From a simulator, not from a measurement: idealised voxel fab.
Process module under the name voxel ribs on slabs
Cross-section cut: width 190 nm, square cells of 5 nm.
If you're reading a cross-section in this doc, picture square cells in a grid; it comes to you as bands, top ones listed first down to the bottom, and a band can be one or more rows of cells. Top, bottom (nm), then materials left to right with widths (nm); lone material tagged "throughout" fills the whole band edge to edge; "empty" = empty space. For the purposes of this specification, 0 denotes the height below which the wafer in its as-received condition is composed wholly of one material, and the lowermost band, lacking a lower limit, extends downward without end, as expressed in "0 nm and below". It should be noted that a width expressed as "30..40" varies in equal increments from row to row of cells within the band, taking the value of the first number at the top row and that of the second number at the bottom row. Any step labelled "nothing was modified" changed none of the cells in the cross-section. The label "Enclosed void entries" introduces a list of the empty spaces, 8 cells or larger, that have no open way up to the top; each entry in it reads width x height at distance, where the distance is taken from the left edge and all three are stated in nm. Step line, after settings: the simulator's comment on this step. overlay nm: how far to the right of its planned place the mask lay on this masked step (negative: to the left).

### Set out below are the planned steps of the process
| 1 | RECEIVE (material Si) |
| 2 | DIRECTIONAL_DEP (material SiO2; thk nm 25) |
| 3 | DIRECTIONAL_DEP (material polySi; thk nm 25) |
| 4 | DIRECTIONAL_DEP (material aC; thk nm 15) |
| 5 | PATTERN (tone cover; mask id RIB; material resist; width nm 30; thk nm 35; overlay nm 0) |
| 6 | DIRECTIONAL_ETCH (etch materials aC; depth nm 15) |
| 7 | STRIP (etch materials resist) |
| 8 | DIRECTIONAL_ETCH (etch materials polySi; depth nm 10) |
| 9 | STRIP (etch materials aC) |
| 10 | MASKED_ETCH (tone cover; mask id SLAB; width nm 90; etch materials polySi; depth nm 15; overlay nm 0) |
| 11 | FILL_DEP (material SiO2; thk nm 20) |
| 12 | CMP (height nm 65) |
| 13 | DIRECTIONAL_DEP (material W; thk nm 5) |
| 14 | PATTERN (tone cover; mask id HEATER; material resist; width nm 40; thk nm 15; overlay nm 0) |
| 15 | DIRECTIONAL_ETCH (etch materials W; depth nm 5) |
| 16 | STRIP (etch materials resist) |
| 17 | CONFORMAL_DEP (material SiO2; thk nm 5) |

### Received-state cross-section, reflecting completion of step 1
  0 nm and below = Si throughout
  Enclosed void entries: none

### The first of the two wafers as seen in cross-section once the module was finished; processing followed the plan
  75 nm to 70 nm = empty: 70  SiO2: 50  empty: 70
  70 nm to 65 nm = SiO2: 75  W: 40  SiO2: 75
  65 nm to 50 nm = SiO2 throughout
  50 nm to 40 nm = SiO2: 80  polySi: 30  SiO2: 80
  40 nm to 25 nm = SiO2: 50  polySi: 90  SiO2: 50
  25 nm to 0 nm = SiO2 throughout
  0 nm and below = Si throughout
  Enclosed void entries: none

### This is the second of the two wafers, cross-sectioned at the end of the module; it started exactly like the first and was given the same plan, but it was run with one mistake
  75 nm to 50 nm = SiO2 throughout
  50 nm to 40 nm = SiO2: 80  polySi: 30  SiO2: 80
  40 nm to 25 nm = SiO2: 50  polySi: 90  SiO2: 50
  25 nm to 0 nm = SiO2 throughout
  0 nm and below = Si throughout
  Enclosed void entries: none
Deviation noted in wafer processing: step 13 did not use the planned setting and instead ran as DIRECTIONAL_DEP (material SiO2; thk nm 5)
Bottom line after processing is that, in cells, the second wafer is up or down on some materials versus the first: +36 SiO2, -8 W
